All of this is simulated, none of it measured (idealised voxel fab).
voxel transistor to metal: a process module
Displayed cross-section: cut, width of 285 nm, square cells sized 5 nm.
The cross-sections in this document take the form of a grid made of square cells. They are written out as bands, in order from top to bottom. Each band consists of one or more rows of cells. Within each band entry, the heights of the top and of the bottom of the band appear first, in that order and in nm; the materials of the band then follow from left to right, each with its corresponding width in nm. The designation "everywhere" on a single material indicates that it fills the band from edge to edge; the designation "empty" indicates empty space. All heights in this document are referenced to 0, defined as the level beneath which the wafer, as received, consists entirely of one material. The lowest band is not bounded below; it extends indefinitely downward and is written in the form "0 nm and below". Graded width ("30 to 40"): value in top row of band = first number; value in bottom row = second number; row-to-row change constant. Step note "nothing altered" = no cross-section cell changed. "Completely enclosed voids" enumerates empty spaces isolated from the top, with no open way to it, that contain at least 8 cells, giving each as width x height at distance from the left edge, all three in nm. Heads up: the bit after the settings on a step's line is the simulator's remark on that step. overlay nm: mask offset rightward from planned place, masked step; negative means leftward offset.
### Steps planned for the process
step 1: RECEIVE (material Si)
step 2: CONFORMAL_DEP (material SiO2; thk nm 5)
step 3: CONFORMAL_DEP (material SiN; thk nm 10)
step 4: MASKED_ETCH (tone cover; mask id ACTIVE; width nm 95; pitch nm 125; etch materials SiN; depth nm 10; overlay nm 0)
step 5: MASKED_ETCH (tone cover; mask id ACTIVE; width nm 95; pitch nm 125; etch materials SiO2; depth nm 5; overlay nm 0)
step 6: MASKED_ETCH (tone cover; mask id ACTIVE; width nm 95; pitch nm 125; etch materials Si; depth nm 35; overlay nm 0)
step 7: FILL_DEP (material SiO2; thk nm 10)
step 8: CMP (height nm 15)
step 9: SELECTIVE_ETCH (etch materials SiO2; depth nm 5)
step 10: STRIP (etch materials SiN)
step 11: SELECTIVE_ETCH (etch materials SiO2; depth nm 5)
step 12: OXIDIZE (depth nm 5)
step 13: DIRECTIONAL_DEP (material polySi; thk nm 20)
step 14: DIRECTIONAL_DEP (material SiCN; thk nm 10)
step 15: PATTERN (tone cover; mask id GATE; material resist; width nm 25; pitch nm 125; thk nm 20; overlay nm 0)
step 16: DIRECTIONAL_ETCH (etch materials SiCN; depth nm 20)
step 17: DIRECTIONAL_ETCH (etch materials polySi; depth nm 30)
step 18: STRIP (etch materials resist)
step 19: CONFORMAL_DEP (material SiN; thk nm 10)
step 20: DIRECTIONAL_ETCH (etch materials SiN; depth nm 10)
step 21: DIRECTIONAL_ETCH (etch materials SiO2; depth nm 5)
step 22: DIRECTIONAL_ETCH (etch materials Si; depth nm 5)
step 23: EPI (material SiGe; thk nm 10)
step 24: FILL_DEP (material SiO2; thk nm 5)
step 25: CMP (height nm 30)
step 26: DIRECTIONAL_DEP (material SiO2; thk nm 10)
step 27: MASKED_ETCH (tone open; mask id CONTACT; width nm 15; etch materials SiO2; depth nm 35; overlay nm 0)
step 28: CONFORMAL_DEP (material TiN; thk nm 5)
step 29: FILL_DEP (material Ru; thk nm 5)
step 30: CMP (height nm 40)
step 31: DIRECTIONAL_DEP (material TiN; thk nm 5)
step 32: DIRECTIONAL_DEP (material Ru; thk nm 25)
step 33: MASKED_ETCH (tone cover; mask id METAL_1; width nm 15; etch materials Ru; depth nm 25; overlay nm 0)
step 34: MASKED_ETCH (tone cover; mask id METAL_1; width nm 15; etch materials TiN; depth nm 5; overlay nm 0)
step 35: FILL_DEP (material lowk; thk nm 10)
step 36: CMP (height nm 70)
step 37: CONFORMAL_DEP (material SiN; thk nm 5)
### Concerning the first of two wafers, which was run in accordance with the plan
### Cross-section of the wafer upon arrival, representing the state reached after step 1
* 0 nm and below: Si everywhere
* Completely enclosed voids: none
### after step 2
* 5 nm to 0 nm: SiO2 everywhere
* Note: structure below 0 unchanged.
### after step 3
* 15 nm to 5 nm: SiN everywhere
* Note: structure below 5 unchanged.
### after step 4
* 15 nm to 5 nm: empty=30; SiN=95; empty=30; SiN=95; empty=35
* Note: structure below 5 unchanged.
### after step 5
* 15 nm to 5 nm: empty=30; SiN=95; empty=30; SiN=95; empty=35
* 5 nm to 0 nm: empty=30; SiO2=95; empty=30; SiO2=95; empty=35
* Note: structure below 0 unchanged.
### after step 6
* 15 nm to 5 nm: empty=30; SiN=95; empty=30; SiN=95; empty=35
* 5 nm to 0 nm: empty=30; SiO2=95; empty=30; SiO2=95; empty=35
* 0 nm to -35 nm: empty=30; Si=95; empty=30; Si=95; empty=35
* Note: structure below -35 unchanged.
### after step 7
* 25 nm to 15 nm: SiO2 everywhere
* 15 nm to 5 nm: SiO2=30; SiN=95; SiO2=30; SiN=95; SiO2=35
* 5 nm to 0 nm: SiO2 everywhere
* 0 nm to -35 nm: SiO2=30; Si=95; SiO2=30; Si=95; SiO2=35
* Note: structure below -35 unchanged.
### after step 8
* 15 nm to 5 nm: SiO2=30; SiN=95; SiO2=30; SiN=95; SiO2=35
* Note: structure below 5 unchanged.
### after step 9
* 15 nm to 10 nm: empty=30; SiN=95; empty=30; SiN=95; empty=35
* Note: structure below 10 unchanged.
### after step 10
* 10 nm to 5 nm: SiO2=30; empty=95; SiO2=30; empty=95; SiO2=35
* Note: structure below 5 unchanged.
### after step 11
* 5 nm to 0 nm: SiO2=25; empty=105; SiO2=20; empty=105; SiO2=30
* Note: structure below 0 unchanged.
### after step 12
* 5 nm to 0 nm: SiO2=25; empty=105; SiO2=20; empty=105; SiO2=30
* 0 nm to -5 nm: SiO2 everywhere
* Note: structure below -5 unchanged.
### after step 13
* 25 nm to 20 nm: polySi=25; empty=105; polySi=20; empty=105; polySi=30
* 20 nm to 5 nm: polySi everywhere
* 5 nm to 0 nm: SiO2=25; polySi=105; SiO2=20; polySi=105; SiO2=30
* Note: structure below 0 unchanged.
### after step 14
* 35 nm to 30 nm: SiCN=25; empty=105; SiCN=20; empty=105; SiCN=30
* 30 nm to 25 nm: SiCN everywhere
* 25 nm to 20 nm: polySi=25; SiCN=105; polySi=20; SiCN=105; polySi=30
* Note: structure below 20 unchanged.
### after step 15
* 55 nm to 35 nm: empty=65; resist=25; empty=100; resist=25; empty=70
* 35 nm to 30 nm: SiCN=25; empty=40; resist=25; empty=40; SiCN=20; empty=40; resist=25; empty=40; SiCN=30
* Note: structure below 30 unchanged.
### after step 16
* 55 nm to 30 nm: empty=65; resist=25; empty=100; resist=25; empty=70
* 30 nm to 25 nm: empty=65; SiCN=25; empty=100; SiCN=25; empty=70
* 25 nm to 20 nm: polySi=25; empty=40; SiCN=25; empty=40; polySi=20; empty=40; SiCN=25; empty=40; polySi=30
* Note: structure below 20 unchanged.
### after step 17
* 55 nm to 30 nm: empty=65; resist=25; empty=100; resist=25; empty=70
* 30 nm to 20 nm: empty=65; SiCN=25; empty=100; SiCN=25; empty=70
* 20 nm to 5 nm: empty=65; polySi=25; empty=100; polySi=25; empty=70
* 5 nm to 0 nm: SiO2=25; empty=40; polySi=25; empty=40; SiO2=20; empty=40; polySi=25; empty=40; SiO2=30
* Note: structure below 0 unchanged.
### after step 18
* 30 nm to 20 nm: empty=65; SiCN=25; empty=100; SiCN=25; empty=70
* Note: structure below 20 unchanged.
### after step 19
* 40 nm to 30 nm: empty=55; SiN=45; empty=80; SiN=45; empty=60
* 30 nm to 20 nm: empty=55; SiN=10; SiCN=25; SiN=10; empty=80; SiN=10; SiCN=25; SiN=10; empty=60
* 20 nm to 15 nm: empty=55; SiN=10; polySi=25; SiN=10; empty=80; SiN=10; polySi=25; SiN=10; empty=60
* 15 nm to 10 nm: SiN=35; empty=20; SiN=10; polySi=25; SiN=10; empty=20; SiN=40; empty=20; SiN=10; polySi=25; SiN=10; empty=20; SiN=40
* 10 nm to 5 nm: SiN=65; polySi=25; SiN=100; polySi=25; SiN=70
* 5 nm to 0 nm: SiO2=25; SiN=40; polySi=25; SiN=40; SiO2=20; SiN=40; polySi=25; SiN=40; SiO2=30
* Note: structure below 0 unchanged.
### after step 20
* 30 nm to 20 nm: empty=55; SiN=10; SiCN=25; SiN=10; empty=80; SiN=10; SiCN=25; SiN=10; empty=60
* 20 nm to 5 nm: empty=55; SiN=10; polySi=25; SiN=10; empty=80; SiN=10; polySi=25; SiN=10; empty=60
* 5 nm to 0 nm: SiO2=25; SiN=10; empty=20; SiN=10; polySi=25; SiN=10; empty=20; SiN=10; SiO2=20; SiN=10; empty=20; SiN=10; polySi=25; SiN=10; empty=20; SiN=10; SiO2=30
* Note: structure below 0 unchanged.
### after step 21
* 30 nm to 20 nm: empty=55; SiN=10; SiCN=25; SiN=10; empty=80; SiN=10; SiCN=25; SiN=10; empty=60
* 20 nm to 5 nm: empty=55; SiN=10; polySi=25; SiN=10; empty=80; SiN=10; polySi=25; SiN=10; empty=60
* 5 nm to 0 nm: empty=25; SiN=10; empty=20; SiN=10; polySi=25; SiN=10; empty=20; SiN=10; empty=20; SiN=10; empty=20; SiN=10; polySi=25; SiN=10; empty=20; SiN=10; empty=30
* 0 nm to -5 nm: SiO2=35; empty=20; SiO2=45; empty=20; SiO2=40; empty=20; SiO2=45; empty=20; SiO2=40
* Note: structure below -5 unchanged.
### after step 22
* 30 nm to 20 nm: empty=55; SiN=10; SiCN=25; SiN=10; empty=80; SiN=10; SiCN=25; SiN=10; empty=60
* 20 nm to 5 nm: empty=55; SiN=10; polySi=25; SiN=10; empty=80; SiN=10; polySi=25; SiN=10; empty=60
* 5 nm to 0 nm: empty=25; SiN=10; empty=20; SiN=10; polySi=25; SiN=10; empty=20; SiN=10; empty=20; SiN=10; empty=20; SiN=10; polySi=25; SiN=10; empty=20; SiN=10; empty=30
* 0 nm to -5 nm: SiO2=35; empty=20; SiO2=45; empty=20; SiO2=40; empty=20; SiO2=45; empty=20; SiO2=40
* -5 nm to -10 nm: SiO2=30; Si=5; empty=20; Si=45; empty=20; Si=5; SiO2=30; Si=5; empty=20; Si=45; empty=20; Si=5; SiO2=35
* Note: structure below -10 unchanged.
### after step 23
* 30 nm to 20 nm: empty=55; SiN=10; SiCN=25; SiN=10; empty=80; SiN=10; SiCN=25; SiN=10; empty=60
* 20 nm to 5 nm: empty=55; SiN=10; polySi=25; SiN=10; empty=80; SiN=10; polySi=25; SiN=10; empty=60
* 5 nm to 0 nm: empty=25; SiN=10; SiGe=20; SiN=10; polySi=25; SiN=10; SiGe=20; SiN=10; empty=20; SiN=10; SiGe=20; SiN=10; polySi=25; SiN=10; SiGe=20; SiN=10; empty=30
* 0 nm to -5 nm: SiO2=35; SiGe=20; SiO2=45; SiGe=20; SiO2=40; SiGe=20; SiO2=45; SiGe=20; SiO2=40
* -5 nm to -10 nm: SiO2=30; Si=5; SiGe=20; Si=45; SiGe=20; Si=5; SiO2=30; Si=5; SiGe=20; Si=45; SiGe=20; Si=5; SiO2=35
* Note: structure below -10 unchanged.
### after step 24
* 35 nm to 30 nm: SiO2 everywhere
* 30 nm to 20 nm: SiO2=55; SiN=10; SiCN=25; SiN=10; SiO2=80; SiN=10; SiCN=25; SiN=10; SiO2=60
* 20 nm to 5 nm: SiO2=55; SiN=10; polySi=25; SiN=10; SiO2=80; SiN=10; polySi=25; SiN=10; SiO2=60
* 5 nm to 0 nm: SiO2=25; SiN=10; SiGe=20; SiN=10; polySi=25; SiN=10; SiGe=20; SiN=10; SiO2=20; SiN=10; SiGe=20; SiN=10; polySi=25; SiN=10; SiGe=20; SiN=10; SiO2=30
* Note: structure below 0 unchanged.
### after step 25
* 30 nm to 20 nm: SiO2=55; SiN=10; SiCN=25; SiN=10; SiO2=80; SiN=10; SiCN=25; SiN=10; SiO2=60
* Note: structure below 20 unchanged.
### after step 26
* 40 nm to 30 nm: SiO2 everywhere
* Note: structure below 30 unchanged.
### after step 27
* 40 nm to 30 nm: SiO2=35; empty=15; SiO2=55; empty=15; SiO2=40; empty=15; SiO2=55; empty=15; SiO2=40
* 30 nm to 20 nm: SiO2=35; empty=15; SiO2=5; SiN=10; SiCN=25; SiN=10; SiO2=5; empty=15; SiO2=40; empty=15; SiO2=5; SiN=10; SiCN=25; SiN=10; SiO2=5; empty=15; SiO2=40
* 20 nm to 5 nm: SiO2=35; empty=15; SiO2=5; SiN=10; polySi=25; SiN=10; SiO2=5; empty=15; SiO2=40; empty=15; SiO2=5; SiN=10; polySi=25; SiN=10; SiO2=5; empty=15; SiO2=40
* Note: structure below 5 unchanged.
### after step 28
* 45 nm to 40 nm: TiN=40; empty=5; TiN=65; empty=5; TiN=50; empty=5; TiN=65; empty=5; TiN=45
* 40 nm to 30 nm: SiO2=35; TiN=5; empty=5; TiN=5; SiO2=55; TiN=5; empty=5; TiN=5; SiO2=40; TiN=5; empty=5; TiN=5; SiO2=55; TiN=5; empty=5; TiN=5; SiO2=40
* 30 nm to 20 nm: SiO2=35; TiN=5; empty=5; TiN=5; SiO2=5; SiN=10; SiCN=25; SiN=10; SiO2=5; TiN=5; empty=5; TiN=5; SiO2=40; TiN=5; empty=5; TiN=5; SiO2=5; SiN=10; SiCN=25; SiN=10; SiO2=5; TiN=5; empty=5; TiN=5; SiO2=40
* 20 nm to 10 nm: SiO2=35; TiN=5; empty=5; TiN=5; SiO2=5; SiN=10; polySi=25; SiN=10; SiO2=5; TiN=5; empty=5; TiN=5; SiO2=40; TiN=5; empty=5; TiN=5; SiO2=5; SiN=10; polySi=25; SiN=10; SiO2=5; TiN=5; empty=5; TiN=5; SiO2=40
* 10 nm to 5 nm: SiO2=35; TiN=15; SiO2=5; SiN=10; polySi=25; SiN=10; SiO2=5; TiN=15; SiO2=40; TiN=15; SiO2=5; SiN=10; polySi=25; SiN=10; SiO2=5; TiN=15; SiO2=40
* Note: structure below 5 unchanged.
### after step 29
* 50 nm to 45 nm: Ru everywhere
* 45 nm to 40 nm: TiN=40; Ru=5; TiN=65; Ru=5; TiN=50; Ru=5; TiN=65; Ru=5; TiN=45
* 40 nm to 30 nm: SiO2=35; TiN=5; Ru=5; TiN=5; SiO2=55; TiN=5; Ru=5; TiN=5; SiO2=40; TiN=5; Ru=5; TiN=5; SiO2=55; TiN=5; Ru=5; TiN=5; SiO2=40
* 30 nm to 20 nm: SiO2=35; TiN=5; Ru=5; TiN=5; SiO2=5; SiN=10; SiCN=25; SiN=10; SiO2=5; TiN=5; Ru=5; TiN=5; SiO2=40; TiN=5; Ru=5; TiN=5; SiO2=5; SiN=10; SiCN=25; SiN=10; SiO2=5; TiN=5; Ru=5; TiN=5; SiO2=40
* 20 nm to 10 nm: SiO2=35; TiN=5; Ru=5; TiN=5; SiO2=5; SiN=10; polySi=25; SiN=10; SiO2=5; TiN=5; Ru=5; TiN=5; SiO2=40; TiN=5; Ru=5; TiN=5; SiO2=5; SiN=10; polySi=25; SiN=10; SiO2=5; TiN=5; Ru=5; TiN=5; SiO2=40
* Note: structure below 10 unchanged.
### after step 30
* 40 nm to 30 nm: SiO2=35; TiN=5; Ru=5; TiN=5; SiO2=55; TiN=5; Ru=5; TiN=5; SiO2=40; TiN=5; Ru=5; TiN=5; SiO2=55; TiN=5; Ru=5; TiN=5; SiO2=40
* Note: structure below 30 unchanged.
### after step 31
* 45 nm to 40 nm: TiN everywhere
* Note: structure below 40 unchanged.
### after step 32
* 70 nm to 45 nm: Ru everywhere
* Note: structure below 45 unchanged.
### after step 33
* 70 nm to 45 nm: empty=35; Ru=15; empty=55; Ru=15; empty=40; Ru=15; empty=55; Ru=15; empty=40
* Note: structure below 45 unchanged.
### after step 34
* 70 nm to 45 nm: empty=35; Ru=15; empty=55; Ru=15; empty=40; Ru=15; empty=55; Ru=15; empty=40
* 45 nm to 40 nm: empty=35; TiN=15; empty=55; TiN=15; empty=40; TiN=15; empty=55; TiN=15; empty=40
* Note: structure below 40 unchanged.
### after step 35
* 80 nm to 70 nm: lowk everywhere
* 70 nm to 45 nm: lowk=35; Ru=15; lowk=55; Ru=15; lowk=40; Ru=15; lowk=55; Ru=15; lowk=40
* 45 nm to 40 nm: lowk=35; TiN=15; lowk=55; TiN=15; lowk=40; TiN=15; lowk=55; TiN=15; lowk=40
* Note: structure below 40 unchanged.
### after step 36
* 70 nm to 45 nm: lowk=35; Ru=15; lowk=55; Ru=15; lowk=40; Ru=15; lowk=55; Ru=15; lowk=40
* Note: structure below 45 unchanged.
### after step 37
* 75 nm to 70 nm: SiN everywhere
* Note: structure below 70 unchanged.
### Second of two: same start, same plan, one run error; steps up to and including 26 match the first
### Second wafer, cross-section, planned end of step 27
* 40 nm to 30 nm: SiO2=30; empty=25; SiO2=45; empty=25; SiO2=30; empty=25; SiO2=45; empty=25; SiO2=35
* 30 nm to 20 nm: SiO2=30; empty=25; SiN=10; SiCN=25; SiN=10; empty=25; SiO2=30; empty=25; SiN=10; SiCN=25; SiN=10; empty=25; SiO2=35
* 20 nm to 5 nm: SiO2=30; empty=25; SiN=10; polySi=25; SiN=10; empty=25; SiO2=30; empty=25; SiN=10; polySi=25; SiN=10; empty=25; SiO2=35
* Note: structure below 5 unchanged.
### Second wafer, cross-section, planned end of step 28
* 45 nm to 40 nm: TiN=35; empty=15; TiN=55; empty=15; TiN=40; empty=15; TiN=55; empty=15; TiN=40
* 40 nm to 30 nm: SiO2=30; TiN=5; empty=15; TiN=5; SiO2=45; TiN=5; empty=15; TiN=5; SiO2=30; TiN=5; empty=15; TiN=5; SiO2=45; TiN=5; empty=15; TiN=5; SiO2=35
* 30 nm to 20 nm: SiO2=30; TiN=5; empty=15; TiN=5; SiN=10; SiCN=25; SiN=10; TiN=5; empty=15; TiN=5; SiO2=30; TiN=5; empty=15; TiN=5; SiN=10; SiCN=25; SiN=10; TiN=5; empty=15; TiN=5; SiO2=35
* 20 nm to 10 nm: SiO2=30; TiN=5; empty=15; TiN=5; SiN=10; polySi=25; SiN=10; TiN=5; empty=15; TiN=5; SiO2=30; TiN=5; empty=15; TiN=5; SiN=10; polySi=25; SiN=10; TiN=5; empty=15; TiN=5; SiO2=35
* 10 nm to 5 nm: SiO2=30; TiN=25; SiN=10; polySi=25; SiN=10; TiN=25; SiO2=30; TiN=25; SiN=10; polySi=25; SiN=10; TiN=25; SiO2=35
* Note: structure below 5 unchanged.
### Second wafer, cross-section, planned end of step 29
* 50 nm to 45 nm: Ru everywhere
* 45 nm to 40 nm: TiN=35; Ru=15; TiN=55; Ru=15; TiN=40; Ru=15; TiN=55; Ru=15; TiN=40
* 40 nm to 30 nm: SiO2=30; TiN=5; Ru=15; TiN=5; SiO2=45; TiN=5; Ru=15; TiN=5; SiO2=30; TiN=5; Ru=15; TiN=5; SiO2=45; TiN=5; Ru=15; TiN=5; SiO2=35
* 30 nm to 20 nm: SiO2=30; TiN=5; Ru=15; TiN=5; SiN=10; SiCN=25; SiN=10; TiN=5; Ru=15; TiN=5; SiO2=30; TiN=5; Ru=15; TiN=5; SiN=10; SiCN=25; SiN=10; TiN=5; Ru=15; TiN=5; SiO2=35
* 20 nm to 10 nm: SiO2=30; TiN=5; Ru=15; TiN=5; SiN=10; polySi=25; SiN=10; TiN=5; Ru=15; TiN=5; SiO2=30; TiN=5; Ru=15; TiN=5; SiN=10; polySi=25; SiN=10; TiN=5; Ru=15; TiN=5; SiO2=35
* Note: structure below 10 unchanged.
### Second wafer, cross-section, planned end of step 30
* 40 nm to 30 nm: SiO2=30; TiN=5; Ru=15; TiN=5; SiO2=45; TiN=5; Ru=15; TiN=5; SiO2=30; TiN=5; Ru=15; TiN=5; SiO2=45; TiN=5; Ru=15; TiN=5; SiO2=35
* Note: structure below 30 unchanged.
### Second wafer, cross-section, planned end of step 31
* 45 nm to 40 nm: TiN everywhere
* Note: structure below 40 unchanged.
### Second wafer, cross-section, planned end of step 32
* 70 nm to 45 nm: Ru everywhere
* Note: structure below 45 unchanged.
### Second wafer, cross-section, planned end of step 33
* 70 nm to 45 nm: empty=35; Ru=15; empty=55; Ru=15; empty=40; Ru=15; empty=55; Ru=15; empty=40
* Note: structure below 45 unchanged.
### Second wafer, cross-section, planned end of step 34
* 70 nm to 45 nm: empty=35; Ru=15; empty=55; Ru=15; empty=40; Ru=15; empty=55; Ru=15; empty=40
* 45 nm to 40 nm: empty=35; TiN=15; empty=55; TiN=15; empty=40; TiN=15; empty=55; TiN=15; empty=40
* Note: structure below 40 unchanged.
### Second wafer, cross-section, planned end of step 35
* 80 nm to 70 nm: lowk everywhere
* 70 nm to 45 nm: lowk=35; Ru=15; lowk=55; Ru=15; lowk=40; Ru=15; lowk=55; Ru=15; lowk=40
* 45 nm to 40 nm: lowk=35; TiN=15; lowk=55; TiN=15; lowk=40; TiN=15; lowk=55; TiN=15; lowk=40
* Note: structure below 40 unchanged.
### Second wafer, cross-section, planned end of step 36
* 70 nm to 45 nm: lowk=35; Ru=15; lowk=55; Ru=15; lowk=40; Ru=15; lowk=55; Ru=15; lowk=40
* Note: structure below 45 unchanged.
### Second wafer, cross-section, planned end of step 37
* 75 nm to 70 nm: SiN everywhere
* Note: structure below 70 unchanged.
Nonconformance to the process plan: step 27 did not happen as planned, as run it was MASKED_ETCH (tone open; mask id CONTACT; width nm 25; etch materials SiO2; depth nm 35; overlay nm 0)
Cell-count delta at end, second wafer over first, by material: Ru: 48 more, SiO2: 56 fewer, TiN: 8 more
